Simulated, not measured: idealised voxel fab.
This section sets out a process module, namely voxel transistor to metal.
In the cross-section labelled cut, the width is 215 nm and each square cell is 5 nm.
A cross-section in this document is a grid of square cells, and it is written down as bands, the top band listed before the ones below it; a band is made up of one or more rows of cells. Top, bottom (nm), then materials left to right with widths (nm); lone material tagged "throughout" fills the whole band edge to edge; "air" = empty space. Height is counted from the level 0, under which the received wafer is composed throughout of one material. The lowest of the bands is not closed at the bottom but continues downward, in the notation "z 0 and below". The notation "30 to 40" denotes a width that varies across the rows of cells in the band, beginning at the first number in the top row, finishing at the second number in the bottom row, and changing by an identical amount from each row to the next. "remains unaltered", as given for a step, is the statement that not any cell of the cross-section underwent a change during that step. If an empty space has no open way to the top and is at least 8 cells in size, "Sealed cavities" lists it, written width x height at distance, where distance is measured from the left edge and every value is in nm. The remark found on a step's line after its settings is issued by the simulator itself and pertains to that step. "overlay nm" denotes, for a step that has a mask, the displacement of the mask to the right of its planned place, with negative values corresponding to the left.
-- Below is the list of planned process steps
1) RECEIVE [material Si]
2) OXIDIZE [depth nm 5]
3) CONFORMAL_DEP [material SiN] [thk nm 10]
4) MASKED_ETCH [tone cover] [mask id ACTIVE] [width nm 125] [etch materials SiN] [depth nm 10] [overlay nm 0]
5) MASKED_ETCH [tone cover] [mask id ACTIVE] [width nm 125] [etch materials SiO2] [depth nm 5] [overlay nm 0]
6) MASKED_ETCH [tone cover] [mask id ACTIVE] [width nm 125] [etch materials Si] [depth nm 20] [overlay nm 0]
7) FILL_DEP [material SiO2] [thk nm 5]
8) CMP [height nm 10]
9) SELECTIVE_ETCH [etch materials SiO2] [depth nm 10]
10) STRIP [etch materials SiN]
11) SELECTIVE_ETCH [etch materials SiO2] [depth nm 5]
12) OXIDIZE [depth nm 5]
13) DIRECTIONAL_DEP [material polySi] [thk nm 20]
14) DIRECTIONAL_DEP [material SiCN] [thk nm 15]
15) DIRECTIONAL_DEP [material aC] [thk nm 15]
16) PATTERN [tone cover] [mask id GATE] [material resist] [width nm 35] [thk nm 35] [overlay nm 0]
17) DIRECTIONAL_ETCH [etch materials aC] [depth nm 15]
18) STRIP [etch materials resist]
19) DIRECTIONAL_ETCH [etch materials SiCN] [depth nm 25]
20) DIRECTIONAL_ETCH [etch materials polySi] [depth nm 30]
21) STRIP [etch materials aC]
22) CONFORMAL_DEP [material SiO2] [thk nm 5]
23) DIRECTIONAL_ETCH [etch materials SiO2] [depth nm 5]
24) CONFORMAL_DEP [material SiN] [thk nm 10]
25) DIRECTIONAL_ETCH [etch materials SiN] [depth nm 10]
26) DIRECTIONAL_ETCH [etch materials SiO2] [depth nm 5]
27) DIRECTIONAL_ETCH [etch materials Si] [depth nm 5]
28) EPI [material pSi] [thk nm 5]
29) FILL_DEP [material SiO2] [thk nm 10]
30) CMP [height nm 15]
31) STRIP [etch materials polySi]
32) SELECTIVE_ETCH [etch materials SiO2] [depth nm 5]
33) CONFORMAL_DEP [material HfO2] [thk nm 5]
34) CONFORMAL_DEP [material TiN] [thk nm 5]
35) FILL_DEP [material W] [thk nm 10]
36) CMP [height nm 10]
37) DIRECTIONAL_DEP [material SiO2] [thk nm 10]
38) PATTERN [tone open] [mask id CONTACT] [material resist] [width nm 20] [pitch nm 85] [thk nm 15] [overlay nm 0]
39) DIRECTIONAL_ETCH [etch materials SiO2] [depth nm 30]
40) STRIP [etch materials resist]
41) CONFORMAL_DEP [material TiN] [thk nm 5]
42) FILL_DEP [material Ru] [thk nm 5]
43) CMP [height nm 20]
44) DIRECTIONAL_DEP [material TiN] [thk nm 5]
45) DIRECTIONAL_DEP [material W] [thk nm 15]
46) DIRECTIONAL_DEP [material aC] [thk nm 15]
47) PATTERN [tone cover] [mask id METAL_1] [material resist] [width nm 20] [pitch nm 85] [thk nm 35] [overlay nm 0]
48) DIRECTIONAL_ETCH [etch materials aC] [depth nm 15]
49) STRIP [etch materials resist]
50) DIRECTIONAL_ETCH [etch materials W] [depth nm 15]
51) DIRECTIONAL_ETCH [etch materials TiN] [depth nm 5]
52) STRIP [etch materials aC]
53) FILL_DEP [material lowk] [thk nm 10]
54) CMP [height nm 40]
55) CONFORMAL_DEP [material SiCN] [thk nm 5]
Wafers differ in depth nm at step 11; plan lists the first wafer's value; identical starting state.
-- Cross-section of the first incoming wafer of several, state after step 1
- z 0 and below  Si throughout
- Sealed cavities: none
-- Basically each wafer gets a line in the table, showing it at the end of the module: material by material, the cells it gained (+) or lost (-) since we got it, then its closed voids
depth nm 5, +15 HfO2, +18 Ru, -152 Si, +43 SiCN, +12 SiN, +216 SiO2, +47 TiN, +34 W, +140 lowk, +14 pSi, Sealed cavities: none
depth nm 10, +15 HfO2, +18 Ru, -152 Si, +43 SiCN, +16 SiN, +214 SiO2, +47 TiN, +34 W, +140 lowk, +12 pSi, Sealed cavities: none
depth nm 15, +15 HfO2, +18 Ru, -154 Si, +43 SiCN, +20 SiN, +212 SiO2, +47 TiN, +34 W, +140 lowk, +12 pSi, Sealed cavities: none
depth nm 20, +15 HfO2, +18 Ru, -168 Si, +43 SiCN, +24 SiN, +208 SiO2, +47 TiN, +34 W, +140 lowk, +26 pSi, Sealed cavities: none
